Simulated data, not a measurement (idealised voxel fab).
Presented below is a process module, voxel plated lines.
Displayed cross-section: cut, width of 265 nm, square cells sized 5 nm.
Cross-section format: a grid of square cells, given as bands from top to bottom; each band is one or more rows of cells.
For a band, the entry starts with two heights in nm, that of the top and then that of the bottom, and carries on with the band's materials in order from left to right, each alongside its width in nm; the word "all across" beside a single material means it fills the band edge to edge, and "air" means empty space.
Heights are measured from 0, the level below which the as-received wafer is all one material; the lowest band has no bottom and continues downward, written as in "0..down".
When a width is written as two numbers, as in "30->40", the first number is the width in the top row of cells of the band and the second is the width in its bottom row, and the width changes by the same amount from each row to the next.
Key: "nothing was modified" - step with no changed cell in the cross-section.
For the entry "Voids, sealed", the listed items are empty spaces with no open way to the top whose size is 8 cells or more; each item follows the pattern width x height at distance, where distance is from the left edge and all three are in nm.
The remark found on a step's line after its settings is issued by the simulator itself and pertains to that step.
overlay nm: right-of-plan distance of the mask on a masked step; negative values mean left-of-plan.

THE FOLLOWING LIST GIVES THE PLANNED PROCESS STEPS
1,RECEIVE,material Si
2,CONFORMAL_DEP,material SiO2,thk nm 10
3,DIRECTIONAL_DEP,material TiN,thk nm 5
4,PATTERN,tone open,mask id LINES,material resist,width nm 30,pitch nm 50,thk nm 35,overlay nm 0
5,EPI,material Ru,thk nm 10
6,EPI,material Ru,thk nm 10
7,EPI,material Ru,thk nm 10
8,STRIP,etch materials resist
9,DIRECTIONAL_ETCH,etch materials TiN,depth nm 5
10,CONFORMAL_DEP,material SiCN,thk nm 5

SO THIS IS THE INCOMING WAFER IN CROSS-SECTION - IT'S ALREADY BEEN THROUGH STEP 1
  0..down | Si all across
  Voids, sealed: none

END-OF-MODULE CROSS-SECTION OF THE FIRST OF TWO WAFERS, PROCESSED AS PLANNED
  50..45 | air 35 nm  SiCN 40 nm  air 10 nm  SiCN 40 nm  air 10 nm  SiCN 40 nm  air 10 nm  SiCN 40 nm  air 40 nm
  45..15 | air 35 nm  SiCN 5 nm  Ru 30 nm  SiCN 5 nm  air 10 nm  SiCN 5 nm  Ru 30 nm  SiCN 5 nm  air 10 nm  SiCN 5 nm  Ru 30 nm  SiCN 5 nm  air 10 nm  SiCN 5 nm  Ru 30 nm  SiCN 5 nm  air 40 nm
  15..10 | SiCN 40 nm  TiN 30 nm  SiCN 20 nm  TiN 30 nm  SiCN 20 nm  TiN 30 nm  SiCN 20 nm  TiN 30 nm  SiCN 45 nm
  10..0 | SiO2 all across
  0..down | Si all across
  Voids, sealed: none

HERE IS THE SECOND OF THE TWO WAFERS CUT OPEN AT THE END OF THE MODULE - SAME START, SAME PLAN AS THE FIRST ONE, BUT WE MADE ONE MISTAKE RUNNING IT
  60..55 | air 35 nm  SiCN 40 nm  air 10 nm  SiCN 40 nm  air 10 nm  SiCN 40 nm  air 10 nm  SiCN 40 nm  air 40 nm
  55..25 | air 35 nm  SiCN 5 nm  Ru 30 nm  SiCN 5 nm  air 10 nm  SiCN 5 nm  Ru 30 nm  SiCN 5 nm  air 10 nm  SiCN 5 nm  Ru 30 nm  SiCN 5 nm  air 10 nm  SiCN 5 nm  Ru 30 nm  SiCN 5 nm  air 40 nm
  25..20 | SiCN 40 nm  TiN 30 nm  SiCN 20 nm  TiN 30 nm  SiCN 20 nm  TiN 30 nm  SiCN 20 nm  TiN 30 nm  SiCN 45 nm
  20..10 | TiN all across
  10..0 | SiO2 all across
  0..down | Si all across
  Voids, sealed: none
So what did we get wrong on this run? so step 3 ended up running with a different setting than we planned, it ran as DIRECTIONAL_DEP,material TiN,thk nm 15
Counted in cells at the end, the second wafer holds more or fewer of these materials than the first: TiN: 106 more
